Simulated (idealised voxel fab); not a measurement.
The process module presented herein is designated voxel wiring stack.
In the cross-section labelled cut, the width is 255 nm and each square cell is 5 nm.
Format of a cross-section: grid, square cells. Given as bands. Order: top down. Band: one or more rows of cells.
For a band, the entry starts with two heights in nm, that of the top and then that of the bottom, and carries on with the band's materials in order from left to right, each alongside its width in nm; the word "throughout" beside a single material means it fills the band edge to edge, and "air" means empty space.
It should be noted that heights are counted from 0, beneath which the wafer as supplied is of one material throughout, and that the lowest band possesses no lower boundary but continues downward, as written in "0 down".
Graded width ("30 to 40"): value in top row of band = first number; value in bottom row = second number; row-to-row change constant.
Step marked "identical to before"? Then no cell in the cross-section changed in it.
Voids not open to the top, 8 cells minimum: see "Voids, enclosed". Written width x height at distance; distance is from the left edge; nm.
Heads up: the bit after the settings on a step's line is the simulator's remark on that step.
overlay nm: on a step with a mask, how far right of its planned place the mask lay; negative means left.
Set out below are the planned steps of the process:
- 1: RECEIVE with material Si
- 2: CONFORMAL_DEP with material SiO2, thk nm 10
- 3: CONFORMAL_DEP with material SiCN, thk nm 5
- 4: DIRECTIONAL_DEP with material SiO2, thk nm 15
- 5: MASKED_ETCH with tone open, mask id METAL_1, width nm 20, pitch nm 50, etch materials SiO2, depth nm 15, overlay nm 0
- 6: MASKED_ETCH with tone open, mask id METAL_1, width nm 20, pitch nm 50, etch materials SiCN, depth nm 5, overlay nm 0
- 7: CONFORMAL_DEP with material TiN, thk nm 5
- 8: FILL_DEP with material Cu, thk nm 10
- 9: CMP with height nm 30
- 10: CONFORMAL_DEP with material SiCN, thk nm 5
- 11: DIRECTIONAL_DEP with material SiO2, thk nm 15
- 12: MASKED_ETCH with tone open, mask id PLUG_1, width nm 15, pitch nm 100, etch materials SiO2, depth nm 15, overlay nm 0
- 13: MASKED_ETCH with tone open, mask id PLUG_1, width nm 15, pitch nm 100, etch materials SiCN, depth nm 5, overlay nm 0
- 14: EPI with material Ru, thk nm 10
- 15: EPI with material Ru, thk nm 10
- 16: DIRECTIONAL_DEP with material TiN, thk nm 5
- 17: DIRECTIONAL_DEP with material Ru, thk nm 20
- 18: MASKED_ETCH with tone cover, mask id METAL_2, width nm 20, pitch nm 50, etch materials Ru, depth nm 20, overlay nm 0
- 19: MASKED_ETCH with tone cover, mask id METAL_2, width nm 20, pitch nm 50, etch materials TiN, depth nm 5, overlay nm 0
- 20: FILL_DEP with material lowk, thk nm 5
- 21: CMP with height nm 75
- 22: CONFORMAL_DEP with material SiCN, thk nm 5
This is the cross-section of the wafer as we received it, i.e. after step 1:
> 0 down: Si throughout
> Voids, enclosed: none
Cross-sectional view of the first of the two wafers upon completion of the module, processed in accordance with the plan:
> 80 to 75: SiCN throughout
> 75 to 55: lowk (40) / Ru (20) / lowk (30) / Ru (20) / lowk (30) / Ru (20) / lowk (30) / Ru (20) / lowk (45)
> 55 to 50: lowk (40) / TiN (20) / lowk (30) / TiN (20) / lowk (30) / TiN (20) / lowk (30) / TiN (20) / lowk (45)
> 50 to 35: SiO2 (40) / Ru (15) / SiO2 (85) / Ru (15) / SiO2 (100)
> 35 to 30: SiCN (40) / Ru (15) / SiCN (85) / Ru (15) / SiCN (100)
> 30 to 15: SiO2 (40) / TiN (5) / Cu (10) / TiN (5) / SiO2 (30) / TiN (5) / Cu (10) / TiN (5) / SiO2 (30) / TiN (5) / Cu (10) / TiN (5) / SiO2 (30) / TiN (5) / Cu (10) / TiN (5) / SiO2 (45)
> 15 to 10: SiCN (40) / TiN (20) / SiCN (30) / TiN (20) / SiCN (30) / TiN (20) / SiCN (30) / TiN (20) / SiCN (45)
> 10 to 0: SiO2 throughout
> 0 down: Si throughout
> Voids, enclosed: none
End of module, second wafer, cross-section. Started like the first, planned like the first, run with one mistake:
> 80 to 75: SiCN throughout
> 75 to 65: lowk (40) / Ru (20) / lowk (30) / Ru (20) / lowk (30) / Ru (20) / lowk (30) / Ru (20) / lowk (45)
> 65 to 55: Ru throughout
> 55 to 50: TiN (40) / Ru (15) / TiN (85) / Ru (15) / TiN (100)
> 50 to 45: SiO2 (40) / Ru (15) / SiO2 (85) / Ru (15) / SiO2 (100)
> 45 to 40: SiO2 (40) / TiN (15) / SiO2 (85) / TiN (15) / SiO2 (100)
> 40 to 35: SiO2 (40) / Ru (15) / SiO2 (85) / Ru (15) / SiO2 (100)
> 35 to 30: SiCN (40) / Ru (15) / SiCN (85) / Ru (15) / SiCN (100)
> 30 to 15: SiO2 (40) / TiN (5) / Cu (10) / TiN (5) / SiO2 (30) / TiN (5) / Cu (10) / TiN (5) / SiO2 (30) / TiN (5) / Cu (10) / TiN (5) / SiO2 (30) / TiN (5) / Cu (10) / TiN (5) / SiO2 (45)
> 15 to 10: SiCN (40) / TiN (20) / SiCN (30) / TiN (20) / SiCN (30) / TiN (20) / SiCN (30) / TiN (20) / SiCN (45)
> 10 to 0: SiO2 throughout
> 0 down: Si throughout
> Voids, enclosed: none
Where did the run depart from the plan? transposition of steps 15 and 16 relative to the planned sequence
Count the cells at the end and the second wafer has more or fewer of some materials than the first: 70 more of Ru; 35 more of TiN; 105 fewer of lowk
